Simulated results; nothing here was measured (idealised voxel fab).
Process module under the name voxel released beams
In the cross-section labelled cut, the width is 270 nm and each square cell is 5 nm.
If you're reading a cross-section in this doc, picture square cells in a grid; it comes to you as bands, top ones listed first down to the bottom, and a band can be one or more rows of cells. Quick guide to a band line: top height, bottom height (nm) up front; then every material left to right with its width in nm. Only one material and it's marked "edge to edge"? Then it fills the band edge to edge. And "empty" just means empty space. Heights are measured from 0, the level below which the as-received wafer is all one material; the lowest band has no bottom and continues downward, written as in "0 nm and below". Per-row width for "30 to 40": begins at first number (top row of band), ends at second number (bottom row), increment between rows held constant. Reading "same as before" for a step: not a cell of the cross-section changed in it. If an empty space has no open way to the top and is at least 8 cells in size, "Trapped voids" lists it, written width x height at distance, where distance is measured from the left edge and every value is in nm. If you see something after the settings on a step's line, that's the simulator's own remark about that step. overlay nm: mask right of planned place by this much (step with mask). Neg. = left.
# Steps in the process plan
| 1 | RECEIVE [material Si] |
| 2 | CONFORMAL_DEP [material Al2O3] [thk nm 5] |
| 3 | DIRECTIONAL_DEP [material SiO2] [thk nm 15] |
| 4 | DIRECTIONAL_DEP [material aC] [thk nm 10] |
| 5 | PATTERN [tone open] [mask id ANCHOR] [material resist] [width nm 35] [thk nm 30] [overlay nm 0] |
| 6 | DIRECTIONAL_ETCH [etch materials aC] [depth nm 10] |
| 7 | STRIP [etch materials resist] |
| 8 | DIRECTIONAL_ETCH [etch materials SiO2] [depth nm 15] |
| 9 | STRIP [etch materials aC] |
| 10 | CONFORMAL_DEP [material SiN] [thk nm 10] |
| 11 | DIRECTIONAL_DEP [material aC] [thk nm 10] |
| 12 | PATTERN [tone cover] [mask id BEAM] [material resist] [width nm 105] [thk nm 25] [overlay nm -15] |
| 13 | DIRECTIONAL_ETCH [etch materials aC] [depth nm 10] |
| 14 | STRIP [etch materials resist] |
| 15 | DIRECTIONAL_ETCH [etch materials SiN] [depth nm 10] |
| 16 | STRIP [etch materials aC] |
| 17 | STRIP [etch materials SiO2] |
It is noted that the wafers described herein are identical at the outset and are distinguished by the overlay nm of step 12; the value stated in the plan corresponds to the first wafer.
# Cross-sectional view of the first of several wafers in the as-received condition, corresponding to the state following step 1
0 nm and below | Si edge to edge
Trapped voids: none
# first wafer at the end, after step 17
30 nm to 20 nm | 65 empty, 30 SiN, 15 empty, 60 SiN, 100 empty
20 nm to 15 nm | 85 empty, 10 SiN, 15 empty, 10 SiN, 150 empty
15 nm to 5 nm | 85 empty, 35 SiN, 150 empty
5 nm to 0 nm | Al2O3 edge to edge
0 nm and below | Si edge to edge
Trapped voids: none
# Final wafer cross-section at module end
30 nm to 20 nm | 110 empty, 90 SiN, 70 empty
20 nm to 15 nm | 85 empty, 10 SiN, 15 empty, 10 SiN, 150 empty
15 nm to 5 nm | 85 empty, 35 SiN, 150 empty
5 nm to 0 nm | Al2O3 edge to edge
0 nm and below | Si edge to edge
Trapped voids: none
# End of module, by wafer: material-by-material cell gain (+) or loss (-) since receipt, then closed voids
overlay nm -15; +54 Al2O3; +54 SiN; Trapped voids: none
overlay nm -10; +54 Al2O3; +54 SiN; Trapped voids: none
overlay nm -5; +54 Al2O3; +54 SiN; Trapped voids: none
overlay nm 0; +54 Al2O3; +54 SiN; Trapped voids: none
overlay nm 5; +54 Al2O3; +54 SiN; Trapped voids: none
overlay nm 10; +54 Al2O3; +54 SiN; Trapped voids: none
overlay nm 15; +54 Al2O3; +54 SiN; Trapped voids: none
